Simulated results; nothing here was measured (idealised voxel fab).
process module | voxel capacitor over wiring
cross-section cut | 230 nm wide | cells 5 nm
A cross-section is a grid of square cells, given in bands from the top down. A band is one or more rows of cells.
Each band's line starts with the height of the band's top and of its bottom, in nm. Then come its materials from left to right, each with its width in nm. One material with "throughout" fills the band from edge to edge. "air" is empty space.
Height 0 is the level under which the wafer as received is all one material. The lowest band goes on downwards, as in "0 down".
A width such as "30 to 40" changes by the same amount from each row of cells to the next, from the band's top row to its bottom row.
"no change" after a step means that no cell of the cross-section changed.
closed voids: empty space of 8 cells or more with no open way to the top, each as width x height at its distance from the left edge, in nm
after a step's settings: what the simulator itself notes on the step
overlay nm, on a step with a mask: how far to the right of its planned place the mask lay; to the left if negative
plan
1 op RECEIVE | material Si
2 op CONFORMAL_DEP | material SiO2 | thk nm 10
3 op CONFORMAL_DEP | material SiCN | thk nm 5
4 op DIRECTIONAL_DEP | material SiO2 | thk nm 20
5 op DIRECTIONAL_DEP | material aC | thk nm 15
6 op PATTERN | tone open | mask id METAL_1 | material resist | width nm 30 | pitch nm 95 | thk nm 35 | overlay nm 0
7 op DIRECTIONAL_ETCH | etch materials aC | depth nm 15
8 op STRIP | etch materials resist
9 op DIRECTIONAL_ETCH | etch materials SiO2 | depth nm 20
10 op DIRECTIONAL_ETCH | etch materials SiCN | depth nm 5
11 op STRIP | etch materials aC
12 op CONFORMAL_DEP | material TiN | thk nm 5
13 op FILL_DEP | material Ru | thk nm 5
14 op CMP | height nm 35
15 op CONFORMAL_DEP | material SiCN | thk nm 5
16 op DIRECTIONAL_DEP | material lowk | thk nm 15
17 op DIRECTIONAL_DEP | material aC | thk nm 10
18 op PATTERN | tone open | mask id PLUG_1 | material resist | width nm 15 | thk nm 30 | overlay nm 0
19 op DIRECTIONAL_ETCH | etch materials aC | depth nm 10
20 op STRIP | etch materials resist
21 op DIRECTIONAL_ETCH | etch materials lowk | depth nm 15
22 op DIRECTIONAL_ETCH | etch materials SiCN | depth nm 5
23 op STRIP | etch materials aC
24 op EPI | material Ru | thk nm 10
25 op EPI | material Ru | thk nm 10
26 op DIRECTIONAL_DEP | material TiN | thk nm 10
27 op DIRECTIONAL_DEP | material SiN | thk nm 5
28 op DIRECTIONAL_DEP | material TiN | thk nm 10
29 op MASKED_ETCH | tone cover | mask id UPPER_PLATE | width nm 70 | etch materials TiN | depth nm 10 | overlay nm 0
30 op MASKED_ETCH | tone cover | mask id UPPER_PLATE | width nm 70 | etch materials SiN | depth nm 5 | overlay nm 0
31 op DIRECTIONAL_DEP | material aC | thk nm 10
32 op PATTERN | tone cover | mask id LOWER_PLATE | material resist | width nm 80 | thk nm 25 | overlay nm 0
33 op DIRECTIONAL_ETCH | etch materials aC | depth nm 10
34 op STRIP | etch materials resist
35 op DIRECTIONAL_ETCH | etch materials TiN | depth nm 10
36 op STRIP | etch materials aC
37 op FILL_DEP | material SiO2 | thk nm 15
38 op CMP | height nm 90
39 op DIRECTIONAL_DEP | material aC | thk nm 15
40 op PATTERN | tone open | mask id PLUG_2 | material resist | width nm 15 | thk nm 35 | overlay nm 0
41 op DIRECTIONAL_ETCH | etch materials aC | depth nm 15
42 op STRIP | etch materials resist
43 op DIRECTIONAL_ETCH | etch materials SiO2 | depth nm 10
44 op STRIP | etch materials aC
45 op CONFORMAL_DEP | material TiN | thk nm 5
46 op FILL_DEP | material W | thk nm 5
47 op CMP | height nm 90
48 op CONFORMAL_DEP | material SiN | thk nm 5
first wafer, as planned
as received, after step 1
  0 down: Si throughout
  closed voids: none
after step 2
  10 to 0: SiO2 throughout
  below 0: unchanged
after step 3
  15 to 10: SiCN throughout
  below 10: unchanged
after step 4
  35 to 15: SiO2 throughout
  below 15: unchanged
after step 5
  50 to 35: aC throughout
  below 35: unchanged
after step 6
  85 to 50: resist 50 | air 30 | resist 65 | air 30 | resist 55
  below 50: unchanged
after step 7
  70 to 50: resist 50 | air 30 | resist 65 | air 30 | resist 55
  50 to 35: aC 50 | air 30 | aC 65 | air 30 | aC 55
  below 35: unchanged
after step 8
  50 to 35: aC 50 | air 30 | aC 65 | air 30 | aC 55
  below 35: unchanged
after step 9
  50 to 35: aC 50 | air 30 | aC 65 | air 30 | aC 55
  35 to 15: SiO2 50 | air 30 | SiO2 65 | air 30 | SiO2 55
  below 15: unchanged
after step 10
  50 to 35: aC 50 | air 30 | aC 65 | air 30 | aC 55
  35 to 15: SiO2 50 | air 30 | SiO2 65 | air 30 | SiO2 55
  15 to 10: SiCN 50 | air 30 | SiCN 65 | air 30 | SiCN 55
  below 10: unchanged
after step 11
  35 to 15: SiO2 50 | air 30 | SiO2 65 | air 30 | SiO2 55
  below 15: unchanged
after step 12
  40 to 35: TiN 55 | air 20 | TiN 75 | air 20 | TiN 60
  35 to 15: SiO2 50 | TiN 5 | air 20 | TiN 5 | SiO2 65 | TiN 5 | air 20 | TiN 5 | SiO2 55
  15 to 10: SiCN 50 | TiN 30 | SiCN 65 | TiN 30 | SiCN 55
  below 10: unchanged
after step 13
  45 to 40: Ru throughout
  40 to 35: TiN 55 | Ru 20 | TiN 75 | Ru 20 | TiN 60
  35 to 15: SiO2 50 | TiN 5 | Ru 20 | TiN 5 | SiO2 65 | TiN 5 | Ru 20 | TiN 5 | SiO2 55
  below 15: unchanged
after step 14
  35 to 15: SiO2 50 | TiN 5 | Ru 20 | TiN 5 | SiO2 65 | TiN 5 | Ru 20 | TiN 5 | SiO2 55
  below 15: unchanged
after step 15
  40 to 35: SiCN throughout
  below 35: unchanged
after step 16
  55 to 40: lowk throughout
  below 40: unchanged
after step 17
  65 to 55: aC throughout
  below 55: unchanged
after step 18
  95 to 65: resist 65 | air 15 | resist 150
  below 65: unchanged
after step 19
  85 to 65: resist 65 | air 15 | resist 150
  65 to 55: aC 65 | air 15 | aC 150
  below 55: unchanged
after step 20
  65 to 55: aC 65 | air 15 | aC 150
  below 55: unchanged
after step 21
  65 to 55: aC 65 | air 15 | aC 150
  55 to 40: lowk 65 | air 15 | lowk 150
  below 40: unchanged
after step 22
  65 to 55: aC 65 | air 15 | aC 150
  55 to 40: lowk 65 | air 15 | lowk 150
  40 to 35: SiCN 65 | air 15 | SiCN 150
  below 35: unchanged
after step 23
  55 to 40: lowk 65 | air 15 | lowk 150
  below 40: unchanged
after step 24
  55 to 45: lowk 65 | air 15 | lowk 150
  45 to 40: lowk 65 | Ru 15 | lowk 150
  40 to 35: SiCN 65 | Ru 15 | SiCN 150
  below 35: unchanged
after step 25
  55 to 40: lowk 65 | Ru 15 | lowk 150
  below 40: unchanged
after step 26
  65 to 55: TiN throughout
  below 55: unchanged
after step 27
  70 to 65: SiN throughout
  below 65: unchanged
after step 28
  80 to 70: TiN throughout
  below 70: unchanged
after step 29
  80 to 70: air 65 | TiN 70 | air 95
  below 70: unchanged
after step 30
  80 to 70: air 65 | TiN 70 | air 95
  70 to 65: air 65 | SiN 70 | air 95
  below 65: unchanged
after step 31
  90 to 80: air 65 | aC 70 | air 95
  80 to 75: air 65 | TiN 70 | air 95
  75 to 70: aC 65 | TiN 70 | aC 95
  70 to 65: aC 65 | SiN 70 | aC 95
  below 65: unchanged
after step 32
  115 to 90: air 60 | resist 80 | air 90
  90 to 80: air 60 | resist 5 | aC 70 | resist 5 | air 90
  80 to 75: air 60 | resist 5 | TiN 70 | resist 5 | air 90
  below 75: unchanged
after step 33
  105 to 90: air 60 | resist 80 | air 90
  90 to 80: air 60 | resist 5 | aC 70 | resist 5 | air 90
  80 to 75: air 60 | resist 5 | TiN 70 | resist 5 | air 90
  75 to 70: air 60 | aC 5 | TiN 70 | aC 5 | air 90
  70 to 65: air 60 | aC 5 | SiN 70 | aC 5 | air 90
  below 65: unchanged
after step 34
  90 to 80: air 65 | aC 70 | air 95
  80 to 75: air 65 | TiN 70 | air 95
  below 75: unchanged
after step 35
  90 to 80: air 65 | aC 70 | air 95
  80 to 75: air 65 | TiN 70 | air 95
  75 to 70: air 60 | aC 5 | TiN 70 | aC 5 | air 90
  70 to 65: air 60 | aC 5 | SiN 70 | aC 5 | air 90
  65 to 55: air 60 | TiN 80 | air 90
  below 55: unchanged
after step 36
  80 to 70: air 65 | TiN 70 | air 95
  70 to 65: air 65 | SiN 70 | air 95
  below 65: unchanged
after step 37
  95 to 80: SiO2 throughout
  80 to 70: SiO2 65 | TiN 70 | SiO2 95
  70 to 65: SiO2 65 | SiN 70 | SiO2 95
  65 to 55: SiO2 60 | TiN 80 | SiO2 90
  below 55: unchanged
after step 38
  90 to 80: SiO2 throughout
  below 80: unchanged
after step 39
  105 to 90: aC throughout
  below 90: unchanged
after step 40
  140 to 105: resist 75 | air 15 | resist 140
  below 105: unchanged
after step 41
  125 to 105: resist 75 | air 15 | resist 140
  105 to 90: aC 75 | air 15 | aC 140
  below 90: unchanged
after step 42
  105 to 90: aC 75 | air 15 | aC 140
  below 90: unchanged
after step 43
  105 to 90: aC 75 | air 15 | aC 140
  90 to 80: SiO2 75 | air 15 | SiO2 140
  below 80: unchanged
after step 44
  90 to 80: SiO2 75 | air 15 | SiO2 140
  below 80: unchanged
after step 45
  95 to 90: TiN 80 | air 5 | TiN 145
  90 to 85: SiO2 75 | TiN 5 | air 5 | TiN 5 | SiO2 140
  85 to 80: SiO2 75 | TiN 15 | SiO2 140
  below 80: unchanged
after step 46
  100 to 95: W throughout
  95 to 90: TiN 80 | W 5 | TiN 145
  90 to 85: SiO2 75 | TiN 5 | W 5 | TiN 5 | SiO2 140
  below 85: unchanged
after step 47
  90 to 85: SiO2 75 | TiN 5 | W 5 | TiN 5 | SiO2 140
  below 85: unchanged
after step 48
  95 to 90: SiN throughout
  below 90: unchanged
second wafer: like start, like plan, one mistake. Through step 17 it matches the first wafer
when step 18 should have ended
  95 to 65: air 65 | resist 15 | air 150
  below 65: unchanged
when step 19 should have ended
  85 to 65: air 65 | resist 15 | air 150
  65 to 55: air 65 | aC 15 | air 150
  below 55: unchanged
when step 20 should have ended
  65 to 55: air 65 | aC 15 | air 150
  below 55: unchanged
when step 21 should have ended
  65 to 55: air 65 | aC 15 | air 150
  55 to 40: air 65 | lowk 15 | air 150
  below 40: unchanged
when step 22 should have ended
  65 to 55: air 65 | aC 15 | air 150
  55 to 40: air 65 | lowk 15 | air 150
  40 to 35: air 65 | SiCN 15 | air 150
  below 35: unchanged
when step 23 should have ended
  55 to 40: air 65 | lowk 15 | air 150
  below 40: unchanged
when step 24 should have ended
  55 to 45: air 65 | lowk 15 | air 150
  45 to 40: air 40 | Ru 25 | lowk 15 | air 55 | Ru 50 | air 45
  40 to 35: air 40 | Ru 25 | SiCN 15 | air 55 | Ru 50 | air 45
  below 35: unchanged
when step 25 should have ended
  55 to 40: air 30 | Ru 35 | lowk 15 | air 45 | Ru 70 | air 35
  40 to 35: air 30 | Ru 35 | SiCN 15 | air 45 | Ru 70 | air 35
  below 35: unchanged
when step 26 should have ended
  65 to 55: air 30 | TiN 50 | air 45 | TiN 70 | air 35
  55 to 45: air 30 | Ru 35 | lowk 15 | air 45 | Ru 70 | air 35
  45 to 40: TiN 30 | Ru 35 | lowk 15 | TiN 45 | Ru 70 | TiN 35
  40 to 35: TiN 30 | Ru 35 | SiCN 15 | TiN 45 | Ru 70 | TiN 35
  below 35: unchanged
when step 27 should have ended
  70 to 65: air 30 | SiN 50 | air 45 | SiN 70 | air 35
  65 to 55: air 30 | TiN 50 | air 45 | TiN 70 | air 35
  55 to 50: air 30 | Ru 35 | lowk 15 | air 45 | Ru 70 | air 35
  50 to 45: SiN 30 | Ru 35 | lowk 15 | SiN 45 | Ru 70 | SiN 35
  below 45: unchanged
when step 28 should have ended
  80 to 70: air 30 | TiN 50 | air 45 | TiN 70 | air 35
  70 to 65: air 30 | SiN 50 | air 45 | SiN 70 | air 35
  65 to 60: air 30 | TiN 50 | air 45 | TiN 70 | air 35
  60 to 55: TiN throughout
  55 to 50: TiN 30 | Ru 35 | lowk 15 | TiN 45 | Ru 70 | TiN 35
  below 50: unchanged
when step 29 should have ended
  80 to 70: air 65 | TiN 15 | air 45 | TiN 10 | air 95
  70 to 65: air 30 | SiN 50 | air 45 | SiN 70 | air 35
  65 to 60: air 30 | TiN 50 | air 45 | TiN 70 | air 35
  60 to 55: air 30 | TiN 165 | air 35
  55 to 50: air 30 | Ru 35 | lowk 15 | TiN 45 | Ru 70 | air 35
  below 50: unchanged
when step 30 should have ended
  80 to 70: air 65 | TiN 15 | air 45 | TiN 10 | air 95
  70 to 65: air 65 | SiN 15 | air 45 | SiN 10 | air 95
  65 to 60: air 30 | TiN 50 | air 45 | TiN 70 | air 35
  60 to 55: air 30 | TiN 165 | air 35
  55 to 50: air 30 | Ru 35 | lowk 15 | TiN 45 | Ru 70 | air 35
  50 to 45: air 30 | Ru 35 | lowk 15 | SiN 45 | Ru 70 | air 35
  below 45: unchanged
when step 31 should have ended
  90 to 80: air 65 | aC 15 | air 45 | aC 10 | air 95
  80 to 75: air 65 | TiN 15 | air 45 | TiN 10 | air 95
  75 to 70: air 30 | aC 35 | TiN 15 | air 45 | TiN 10 | aC 60 | air 35
  70 to 65: air 30 | aC 35 | SiN 15 | aC 45 | SiN 10 | aC 60 | air 35
  65 to 60: air 30 | TiN 50 | aC 45 | TiN 70 | air 35
  60 to 55: air 30 | TiN 165 | air 35
  55 to 50: aC 30 | Ru 35 | lowk 15 | TiN 45 | Ru 70 | aC 35
  50 to 45: aC 30 | Ru 35 | lowk 15 | SiN 45 | Ru 70 | aC 35
  below 45: unchanged
when step 32 should have ended
  115 to 90: air 60 | resist 80 | air 90
  90 to 80: air 60 | resist 5 | aC 15 | resist 45 | aC 10 | resist 5 | air 90
  80 to 75: air 60 | resist 5 | TiN 15 | resist 45 | TiN 10 | resist 5 | air 90
  75 to 70: air 30 | aC 35 | TiN 15 | resist 45 | TiN 10 | aC 60 | air 35
  below 70: unchanged
when step 33 should have ended
  105 to 90: air 60 | resist 80 | air 90
  90 to 80: air 60 | resist 5 | aC 15 | resist 45 | aC 10 | resist 5 | air 90
  80 to 75: air 60 | resist 5 | TiN 15 | resist 45 | TiN 10 | resist 5 | air 90
  75 to 70: air 60 | aC 5 | TiN 15 | resist 45 | TiN 10 | aC 5 | air 90
  70 to 65: air 60 | aC 5 | SiN 15 | aC 45 | SiN 10 | aC 5 | air 90
  65 to 60: air 30 | TiN 50 | aC 45 | TiN 70 | air 35
  60 to 55: air 30 | TiN 165 | air 35
  55 to 50: air 30 | Ru 35 | lowk 15 | TiN 45 | Ru 70 | air 35
  50 to 45: air 30 | Ru 35 | lowk 15 | SiN 45 | Ru 70 | air 35
  below 45: unchanged
when step 34 should have ended
  90 to 80: air 65 | aC 15 | air 45 | aC 10 | air 95
  80 to 75: air 65 | TiN 15 | air 45 | TiN 10 | air 95
  75 to 70: air 60 | aC 5 | TiN 15 | air 45 | TiN 10 | aC 5 | air 90
  below 70: unchanged
when step 35 should have ended
  90 to 80: air 65 | aC 15 | air 45 | aC 10 | air 95
  80 to 75: air 65 | TiN 15 | air 45 | TiN 10 | air 95
  75 to 70: air 60 | aC 5 | TiN 15 | air 45 | TiN 10 | aC 5 | air 90
  70 to 65: air 60 | aC 5 | SiN 15 | aC 45 | SiN 10 | aC 5 | air 90
  65 to 60: air 60 | TiN 20 | aC 45 | TiN 15 | air 90
  60 to 55: air 60 | TiN 80 | air 90
  55 to 50: air 30 | Ru 35 | lowk 15 | TiN 45 | Ru 70 | air 35
  50 to 45: air 30 | Ru 35 | lowk 15 | SiN 45 | Ru 70 | air 35
  45 to 40: air 30 | Ru 35 | lowk 15 | TiN 45 | Ru 70 | air 35
  40 to 35: air 30 | Ru 35 | SiCN 15 | TiN 45 | Ru 70 | air 35
  below 35: unchanged
when step 36 should have ended
  80 to 70: air 65 | TiN 15 | air 45 | TiN 10 | air 95
  70 to 65: air 65 | SiN 15 | air 45 | SiN 10 | air 95
  65 to 60: air 60 | TiN 20 | air 45 | TiN 15 | air 90
  below 60: unchanged
when step 37 should have ended
  95 to 80: SiO2 throughout
  80 to 70: SiO2 65 | TiN 15 | SiO2 45 | TiN 10 | SiO2 95
  70 to 65: SiO2 65 | SiN 15 | SiO2 45 | SiN 10 | SiO2 95
  65 to 60: SiO2 60 | TiN 20 | SiO2 45 | TiN 15 | SiO2 90
  60 to 55: SiO2 60 | TiN 80 | SiO2 90
  55 to 50: SiO2 30 | Ru 35 | lowk 15 | TiN 45 | Ru 70 | SiO2 35
  50 to 45: SiO2 30 | Ru 35 | lowk 15 | SiN 45 | Ru 70 | SiO2 35
  45 to 40: SiO2 30 | Ru 35 | lowk 15 | TiN 45 | Ru 70 | SiO2 35
  40 to 35: SiO2 30 | Ru 35 | SiCN 15 | TiN 45 | Ru 70 | SiO2 35
  below 35: unchanged
when step 38 should have ended
  90 to 80: SiO2 throughout
  below 80: unchanged
when step 39 should have ended
  105 to 90: aC throughout
  below 90: unchanged
when step 40 should have ended
  140 to 105: resist 75 | air 15 | resist 140
  below 105: unchanged
when step 41 should have ended
  125 to 105: resist 75 | air 15 | resist 140
  105 to 90: aC 75 | air 15 | aC 140
  below 90: unchanged
when step 42 should have ended
  105 to 90: aC 75 | air 15 | aC 140
  below 90: unchanged
when step 43 should have ended
  105 to 90: aC 75 | air 15 | aC 140
  90 to 80: SiO2 75 | air 15 | SiO2 140
  below 80: unchanged
when step 44 should have ended
  90 to 80: SiO2 75 | air 15 | SiO2 140
  below 80: unchanged
when step 45 should have ended
  95 to 90: TiN 80 | air 5 | TiN 145
  90 to 85: SiO2 75 | TiN 5 | air 5 | TiN 5 | SiO2 140
  85 to 80: SiO2 75 | TiN 15 | SiO2 140
  below 80: unchanged
when step 46 should have ended
  100 to 95: W throughout
  95 to 90: TiN 80 | W 5 | TiN 145
  90 to 85: SiO2 75 | TiN 5 | W 5 | TiN 5 | SiO2 140
  below 85: unchanged
when step 47 should have ended
  90 to 85: SiO2 75 | TiN 5 | W 5 | TiN 5 | SiO2 140
  below 85: unchanged
when step 48 should have ended
  95 to 90: SiN throughout
  below 90: unchanged
what went wrong: step 18 ran as: op PATTERN | tone cover | mask id PLUG_1 | material resist | width nm 15 | thk nm 30 | overlay nm 0
at the end the second wafer has, in cells: 72 more of Ru | 40 fewer of SiCN | 88 more of SiO2 | 120 fewer of lowk
